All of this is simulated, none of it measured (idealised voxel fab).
voxel self aligned contacts: a process module
This is section cut - it's 220 nm across, gridded in 5 nm square cells.
When this document writes out a cross-section, it uses a grid of square cells and lists it as bands, beginning at the top and moving down, with a band standing for one or more rows of cells. What a band's entry tells you: where the top is and where the bottom is, as heights in nm, and after that what lies inside, material by material from left to right, each with its width in nm. Empty space is written as the word "air", and a single material marked with the word "edge to edge" occupies the band from edge to edge. Measure heights from 0. That's the level where, below it, the as-received wafer is all one material. The lowest band is bottomless and extends downward; write it as in "top 0, no bottom". When a width is written as two numbers, as in "30 to 40", the first number is the width in the top row of cells of the band and the second is the width in its bottom row, and the width changes by the same amount from each row to the next. The designation "nothing was modified", where it is given for a processing step, indicates that no cell of the cross-section was altered in the course of that step. Enclosed voids (no open way to top), threshold 8 cells or more, entry "Fully enclosed voids", notation width x height at distance, distance from left edge, nm. Heads up: the bit after the settings on a step's line is the simulator's remark on that step. Regarding "overlay nm": on a step with a mask, it is the distance the mask lay to the right of its planned place; a negative value places it to the left.

### Steps planned for the process
1: RECEIVE,material Si
2: CONFORMAL_DEP,material SiO2,thk nm 5
3: DIRECTIONAL_DEP,material polySi,thk nm 25
4: DIRECTIONAL_DEP,material SiN,thk nm 15
5: PATTERN,tone cover,mask id GATE,material resist,width nm 35,pitch nm 70,thk nm 20,overlay nm 0
6: DIRECTIONAL_ETCH,etch materials SiN,depth nm 15
7: DIRECTIONAL_ETCH,etch materials polySi,depth nm 25
8: STRIP,etch materials resist
9: CONFORMAL_DEP,material SiN,thk nm 5
10: DIRECTIONAL_ETCH,etch materials SiN,depth nm 5
11: FILL_DEP,material SiO2,thk nm 10
12: CMP,height nm 50
13: DIRECTIONAL_DEP,material aC,thk nm 10
14: PATTERN,tone open,mask id CONTACT,material resist,width nm 55,pitch nm 70,thk nm 30,overlay nm 0
15: DIRECTIONAL_ETCH,etch materials aC,depth nm 10
16: STRIP,etch materials resist
17: DIRECTIONAL_ETCH,etch materials SiO2,depth nm 50
18: STRIP,etch materials aC
19: CONFORMAL_DEP,material TiN,thk nm 5
20: FILL_DEP,material Ru,thk nm 10
21: CMP,height nm 50
22: CONFORMAL_DEP,material SiCN,thk nm 5

### The first of two wafers, run as planned

### Wafer at receipt (post step 1), cross-section
	top 0, no bottom  Si edge to edge
	Fully enclosed voids: none

### State of the wafer after step 2, shown in cross-section
	top 5, bottom 0  SiO2 edge to edge
	At heights below 0, the structure remains unaltered.

### State of the wafer after step 3, shown in cross-section
	top 30, bottom 5  polySi edge to edge
	At heights below 5, the structure remains unaltered.

### State of the wafer after step 4, shown in cross-section
	top 45, bottom 30  SiN edge to edge
	At heights below 30, the structure remains unaltered.

### State of the wafer after step 5, shown in cross-section
	top 65, bottom 45  20 air | 35 resist | 35 air | 35 resist | 35 air | 35 resist | 25 air
	At heights below 45, the structure remains unaltered.

### State of the wafer after step 6, shown in cross-section
	top 65, bottom 45  20 air | 35 resist | 35 air | 35 resist | 35 air | 35 resist | 25 air
	top 45, bottom 30  20 air | 35 SiN | 35 air | 35 SiN | 35 air | 35 SiN | 25 air
	At heights below 30, the structure remains unaltered.

### State of the wafer after step 7, shown in cross-section
	top 65, bottom 45  20 air | 35 resist | 35 air | 35 resist | 35 air | 35 resist | 25 air
	top 45, bottom 30  20 air | 35 SiN | 35 air | 35 SiN | 35 air | 35 SiN | 25 air
	top 30, bottom 5  20 air | 35 polySi | 35 air | 35 polySi | 35 air | 35 polySi | 25 air
	At heights below 5, the structure remains unaltered.

### State of the wafer after step 8, shown in cross-section
	top 45, bottom 30  20 air | 35 SiN | 35 air | 35 SiN | 35 air | 35 SiN | 25 air
	At heights below 30, the structure remains unaltered.

### State of the wafer after step 9, shown in cross-section
	top 50, bottom 30  15 air | 45 SiN | 25 air | 45 SiN | 25 air | 45 SiN | 20 air
	top 30, bottom 10  15 air | 5 SiN | 35 polySi | 5 SiN | 25 air | 5 SiN | 35 polySi | 5 SiN | 25 air | 5 SiN | 35 polySi | 5 SiN | 20 air
	top 10, bottom 5  20 SiN | 35 polySi | 35 SiN | 35 polySi | 35 SiN | 35 polySi | 25 SiN
	At heights below 5, the structure remains unaltered.

### State of the wafer after step 10, shown in cross-section
	top 45, bottom 30  15 air | 45 SiN | 25 air | 45 SiN | 25 air | 45 SiN | 20 air
	top 30, bottom 5  15 air | 5 SiN | 35 polySi | 5 SiN | 25 air | 5 SiN | 35 polySi | 5 SiN | 25 air | 5 SiN | 35 polySi | 5 SiN | 20 air
	At heights below 5, the structure remains unaltered.

### State of the wafer after step 11, shown in cross-section
	top 55, bottom 45  SiO2 edge to edge
	top 45, bottom 30  15 SiO2 | 45 SiN | 25 SiO2 | 45 SiN | 25 SiO2 | 45 SiN | 20 SiO2
	top 30, bottom 5  15 SiO2 | 5 SiN | 35 polySi | 5 SiN | 25 SiO2 | 5 SiN | 35 polySi | 5 SiN | 25 SiO2 | 5 SiN | 35 polySi | 5 SiN | 20 SiO2
	At heights below 5, the structure remains unaltered.

### State of the wafer after step 12, shown in cross-section
	top 50, bottom 45  SiO2 edge to edge
	At heights below 45, the structure remains unaltered.

### State of the wafer after step 13, shown in cross-section
	top 60, bottom 50  aC edge to edge
	At heights below 50, the structure remains unaltered.

### State of the wafer after step 14, shown in cross-section
	top 90, bottom 60  45 resist | 55 air | 15 resist | 55 air | 50 resist
	At heights below 60, the structure remains unaltered.

### State of the wafer after step 15, shown in cross-section
	top 80, bottom 60  45 resist | 55 air | 15 resist | 55 air | 50 resist
	top 60, bottom 50  45 aC | 55 air | 15 aC | 55 air | 50 aC
	At heights below 50, the structure remains unaltered.

### State of the wafer after step 16, shown in cross-section
	top 60, bottom 50  45 aC | 55 air | 15 aC | 55 air | 50 aC
	At heights below 50, the structure remains unaltered.

### State of the wafer after step 17, shown in cross-section
	top 60, bottom 50  45 aC | 55 air | 15 aC | 55 air | 50 aC
	top 50, bottom 45  45 SiO2 | 55 air | 15 SiO2 | 55 air | 50 SiO2
	top 45, bottom 30  15 SiO2 | 45 SiN | 25 air | 45 SiN | 25 air | 45 SiN | 20 SiO2
	top 30, bottom 5  15 SiO2 | 5 SiN | 35 polySi | 5 SiN | 25 air | 5 SiN | 35 polySi | 5 SiN | 25 air | 5 SiN | 35 polySi | 5 SiN | 20 SiO2
	top 5, bottom 0  60 SiO2 | 25 air | 45 SiO2 | 25 air | 65 SiO2
	At heights below 0, the structure remains unaltered.

### State of the wafer after step 18, shown in cross-section
	top 50, bottom 45  45 SiO2 | 55 air | 15 SiO2 | 55 air | 50 SiO2
	At heights below 45, the structure remains unaltered.

### State of the wafer after step 19, shown in cross-section
	top 55, bottom 50  50 TiN | 45 air | 25 TiN | 45 air | 55 TiN
	top 50, bottom 45  45 SiO2 | 20 TiN | 15 air | 20 TiN | 15 SiO2 | 20 TiN | 15 air | 20 TiN | 50 SiO2
	top 45, bottom 30  15 SiO2 | 45 SiN | 5 TiN | 15 air | 5 TiN | 45 SiN | 5 TiN | 15 air | 5 TiN | 45 SiN | 20 SiO2
	top 30, bottom 5  15 SiO2 | 5 SiN | 35 polySi | 5 SiN | 5 TiN | 15 air | 5 TiN | 5 SiN | 35 polySi | 5 SiN | 5 TiN | 15 air | 5 TiN | 5 SiN | 35 polySi | 5 SiN | 20 SiO2
	top 5, bottom 0  60 SiO2 | 25 TiN | 45 SiO2 | 25 TiN | 65 SiO2
	At heights below 0, the structure remains unaltered.

### State of the wafer after step 20, shown in cross-section
	top 65, bottom 55  Ru edge to edge
	top 55, bottom 50  50 TiN | 45 Ru | 25 TiN | 45 Ru | 55 TiN
	top 50, bottom 45  45 SiO2 | 20 TiN | 15 Ru | 20 TiN | 15 SiO2 | 20 TiN | 15 Ru | 20 TiN | 50 SiO2
	top 45, bottom 30  15 SiO2 | 45 SiN | 5 TiN | 15 Ru | 5 TiN | 45 SiN | 5 TiN | 15 Ru | 5 TiN | 45 SiN | 20 SiO2
	top 30, bottom 5  15 SiO2 | 5 SiN | 35 polySi | 5 SiN | 5 TiN | 15 Ru | 5 TiN | 5 SiN | 35 polySi | 5 SiN | 5 TiN | 15 Ru | 5 TiN | 5 SiN | 35 polySi | 5 SiN | 20 SiO2
	At heights below 5, the structure remains unaltered.

### State of the wafer after step 21, shown in cross-section
	top 50, bottom 45  45 SiO2 | 20 TiN | 15 Ru | 20 TiN | 15 SiO2 | 20 TiN | 15 Ru | 20 TiN | 50 SiO2
	At heights below 45, the structure remains unaltered.

### State of the wafer after step 22, shown in cross-section
	top 55, bottom 50  SiCN edge to edge
	At heights below 50, the structure remains unaltered.

### It is to be noted that the second wafer proceeded from the same initial state and according to the same plan as the first, although one mistake was committed in its execution; through step 1, inclusive, the two wafers share an identical history

The second wafer cut through, at the time step 2 was supposed to be finished: nothing was modified

### The second wafer cut through, at the time step 3 was supposed to be finished
	top 25, bottom 0  polySi edge to edge
	At heights below 0, the structure remains unaltered.

### The second wafer cut through, at the time step 4 was supposed to be finished
	top 40, bottom 25  SiN edge to edge
	At heights below 25, the structure remains unaltered.

### The second wafer cut through, at the time step 5 was supposed to be finished
	top 60, bottom 40  20 air | 35 resist | 35 air | 35 resist | 35 air | 35 resist | 25 air
	At heights below 40, the structure remains unaltered.

### The second wafer cut through, at the time step 6 was supposed to be finished
	top 60, bottom 40  20 air | 35 resist | 35 air | 35 resist | 35 air | 35 resist | 25 air
	top 40, bottom 25  20 air | 35 SiN | 35 air | 35 SiN | 35 air | 35 SiN | 25 air
	At heights below 25, the structure remains unaltered.

### The second wafer cut through, at the time step 7 was supposed to be finished
	top 60, bottom 40  20 air | 35 resist | 35 air | 35 resist | 35 air | 35 resist | 25 air
	top 40, bottom 25  20 air | 35 SiN | 35 air | 35 SiN | 35 air | 35 SiN | 25 air
	top 25, bottom 0  20 air | 35 polySi | 35 air | 35 polySi | 35 air | 35 polySi | 25 air
	At heights below 0, the structure remains unaltered.

### The second wafer cut through, at the time step 8 was supposed to be finished
	top 40, bottom 25  20 air | 35 SiN | 35 air | 35 SiN | 35 air | 35 SiN | 25 air
	At heights below 25, the structure remains unaltered.

### The second wafer cut through, at the time step 9 was supposed to be finished
	top 45, bottom 25  15 air | 45 SiN | 25 air | 45 SiN | 25 air | 45 SiN | 20 air
	top 25, bottom 5  15 air | 5 SiN | 35 polySi | 5 SiN | 25 air | 5 SiN | 35 polySi | 5 SiN | 25 air | 5 SiN | 35 polySi | 5 SiN | 20 air
	top 5, bottom 0  20 SiN | 35 polySi | 35 SiN | 35 polySi | 35 SiN | 35 polySi | 25 SiN
	At heights below 0, the structure remains unaltered.

### The second wafer cut through, at the time step 10 was supposed to be finished
	top 40, bottom 25  15 air | 45 SiN | 25 air | 45 SiN | 25 air | 45 SiN | 20 air
	top 25, bottom 0  15 air | 5 SiN | 35 polySi | 5 SiN | 25 air | 5 SiN | 35 polySi | 5 SiN | 25 air | 5 SiN | 35 polySi | 5 SiN | 20 air
	At heights below 0, the structure remains unaltered.

### The second wafer cut through, at the time step 11 was supposed to be finished
	top 50, bottom 40  SiO2 edge to edge
	top 40, bottom 25  15 SiO2 | 45 SiN | 25 SiO2 | 45 SiN | 25 SiO2 | 45 SiN | 20 SiO2
	top 25, bottom 0  15 SiO2 | 5 SiN | 35 polySi | 5 SiN | 25 SiO2 | 5 SiN | 35 polySi | 5 SiN | 25 SiO2 | 5 SiN | 35 polySi | 5 SiN | 20 SiO2
	At heights below 0, the structure remains unaltered.

The second wafer cut through, at the time step 12 was supposed to be finished: nothing was modified

### The second wafer cut through, at the time step 13 was supposed to be finished
	top 60, bottom 50  aC edge to edge
	At heights below 50, the structure remains unaltered.

### The second wafer cut through, at the time step 14 was supposed to be finished
	top 90, bottom 60  45 resist | 55 air | 15 resist | 55 air | 50 resist
	At heights below 60, the structure remains unaltered.

### The second wafer cut through, at the time step 15 was supposed to be finished
	top 80, bottom 60  45 resist | 55 air | 15 resist | 55 air | 50 resist
	top 60, bottom 50  45 aC | 55 air | 15 aC | 55 air | 50 aC
	At heights below 50, the structure remains unaltered.

### The second wafer cut through, at the time step 16 was supposed to be finished
	top 60, bottom 50  45 aC | 55 air | 15 aC | 55 air | 50 aC
	At heights below 50, the structure remains unaltered.

### The second wafer cut through, at the time step 17 was supposed to be finished
	top 60, bottom 50  45 aC | 55 air | 15 aC | 55 air | 50 aC
	top 50, bottom 40  45 SiO2 | 55 air | 15 SiO2 | 55 air | 50 SiO2
	top 40, bottom 25  15 SiO2 | 45 SiN | 25 air | 45 SiN | 25 air | 45 SiN | 20 SiO2
	top 25, bottom 0  15 SiO2 | 5 SiN | 35 polySi | 5 SiN | 25 air | 5 SiN | 35 polySi | 5 SiN | 25 air | 5 SiN | 35 polySi | 5 SiN | 20 SiO2
	At heights below 0, the structure remains unaltered.

### The second wafer cut through, at the time step 18 was supposed to be finished
	top 50, bottom 40  45 SiO2 | 55 air | 15 SiO2 | 55 air | 50 SiO2
	At heights below 40, the structure remains unaltered.

### The second wafer cut through, at the time step 19 was supposed to be finished
	top 55, bottom 50  50 TiN | 45 air | 25 TiN | 45 air | 55 TiN
	top 50, bottom 40  45 SiO2 | 5 to 20 TiN | 45 to 15 air | 5 to 20 TiN | 15 SiO2 | 5 to 20 TiN | 45 to 15 air | 5 to 20 TiN | 50 SiO2
	top 40, bottom 25  15 SiO2 | 45 SiN | 5 TiN | 15 air | 5 TiN | 45 SiN | 5 TiN | 15 air | 5 TiN | 45 SiN | 20 SiO2
	top 25, bottom 5  15 SiO2 | 5 SiN | 35 polySi | 5 SiN | 5 TiN | 15 air | 5 TiN | 5 SiN | 35 polySi | 5 SiN | 5 TiN | 15 air | 5 TiN | 5 SiN | 35 polySi | 5 SiN | 20 SiO2
	top 5, bottom 0  15 SiO2 | 5 SiN | 35 polySi | 5 SiN | 25 TiN | 5 SiN | 35 polySi | 5 SiN | 25 TiN | 5 SiN | 35 polySi | 5 SiN | 20 SiO2
	At heights below 0, the structure remains unaltered.

### The second wafer cut through, at the time step 20 was supposed to be finished
	top 65, bottom 55  Ru edge to edge
	top 55, bottom 50  50 TiN | 45 Ru | 25 TiN | 45 Ru | 55 TiN
	top 50, bottom 40  45 SiO2 | 5 to 20 TiN | 45 to 15 Ru | 5 to 20 TiN | 15 SiO2 | 5 to 20 TiN | 45 to 15 Ru | 5 to 20 TiN | 50 SiO2
	top 40, bottom 25  15 SiO2 | 45 SiN | 5 TiN | 15 Ru | 5 TiN | 45 SiN | 5 TiN | 15 Ru | 5 TiN | 45 SiN | 20 SiO2
	top 25, bottom 5  15 SiO2 | 5 SiN | 35 polySi | 5 SiN | 5 TiN | 15 Ru | 5 TiN | 5 SiN | 35 polySi | 5 SiN | 5 TiN | 15 Ru | 5 TiN | 5 SiN | 35 polySi | 5 SiN | 20 SiO2
	At heights below 5, the structure remains unaltered.

### The second wafer cut through, at the time step 21 was supposed to be finished
	top 50, bottom 40  45 SiO2 | 5 to 20 TiN | 45 to 15 Ru | 5 to 20 TiN | 15 SiO2 | 5 to 20 TiN | 45 to 15 Ru | 5 to 20 TiN | 50 SiO2
	At heights below 40, the structure remains unaltered.

### The second wafer cut through, at the time step 22 was supposed to be finished
	top 55, bottom 50  SiCN edge to edge
	At heights below 50, the structure remains unaltered.
Processing error: step 2 was dropped from the plan's execution and never run
Once processing is complete, comparing cell counts shows that the second wafer has more or fewer of certain materials than the first: +12 Ru, -12 SiO2
